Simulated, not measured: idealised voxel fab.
Process module in this document: voxel released beams
Xsec cut, 185 nm wide, square cell size 5 nm.
Heads up, the way a cross-section reads in here is a grid of square cells, handed over as bands from the top down, with every band being one or more rows of cells.
Band: top and bottom heights (nm) first, top before bottom; then materials from left to right, widths in nm. "full width" marks a sole material filling the band edge to edge. "empty" denotes empty space.
For the purposes of this specification, 0 denotes the height below which the wafer in its as-received condition is composed wholly of one material, and the lowermost band, lacking a lower limit, extends downward without end, as expressed in "0 -> down".
Graded width ("30..40"): value in top row of band = first number; value in bottom row = second number; row-to-row change constant.
"identical to before", as given for a step, is the statement that not any cell of the cross-section underwent a change during that step.
In "Enclosed empty spaces" the enclosed voids are listed, meaning empty spaces of 8 cells or larger without any opening to the top. The form is width x height at distance, distance from the left edge, units nm.
Post-settings text on a step line: simulator's own remark regarding the step.
The optional step-line setting "overlay nm" applies to steps with a mask and quantifies how far to the right of its planned location the mask lay, a negative value indicating leftward placement.
Listed below are the process steps as planned
1. RECEIVE, material Si
2. CONFORMAL_DEP, material SiN, thk nm 10
3. DIRECTIONAL_DEP, material SiO2, thk nm 10
4. PATTERN, tone open, mask id ANCHOR, material resist, width nm 25, thk nm 15, overlay nm 0
5. DIRECTIONAL_ETCH, etch materials SiO2, depth nm 10
6. STRIP, etch materials resist
7. CONFORMAL_DEP, material TiN, thk nm 10
8. MASKED_ETCH, tone cover, mask id BEAM, width nm 95, etch materials TiN, depth nm 10, overlay nm 0
9. STRIP, etch materials SiO2
As received (post step 1): cross-section
0 -> down: Si full width
Enclosed empty spaces: none
The first of the two wafers as seen in cross-section once the module was finished; processing followed the plan
30 -> 20: 40 of empty, 15 of TiN, 5 of empty, 75 of TiN, 50 of empty
20 -> 10: 45 of empty, 25 of TiN, 115 of empty
10 -> 0: SiN full width
0 -> down: Si full width
Enclosed empty spaces: none
Cross-section at end of module for the second wafer of two, which matched the first in starting point and plan and differed by one mistake in its processing
30 -> 20: 40 of empty, 95 of TiN, 50 of empty
20 -> 10: SiN full width
10 -> 0: SiO2 full width
0 -> down: Si full width
Enclosed empty spaces: none
The plan and the run diverged here: it was found that steps 2 and 3 of the process plan had been performed in exchanged positions
Count the cells at the end and the second wafer has more or fewer of some materials than the first: +74 SiO2, -8 TiN
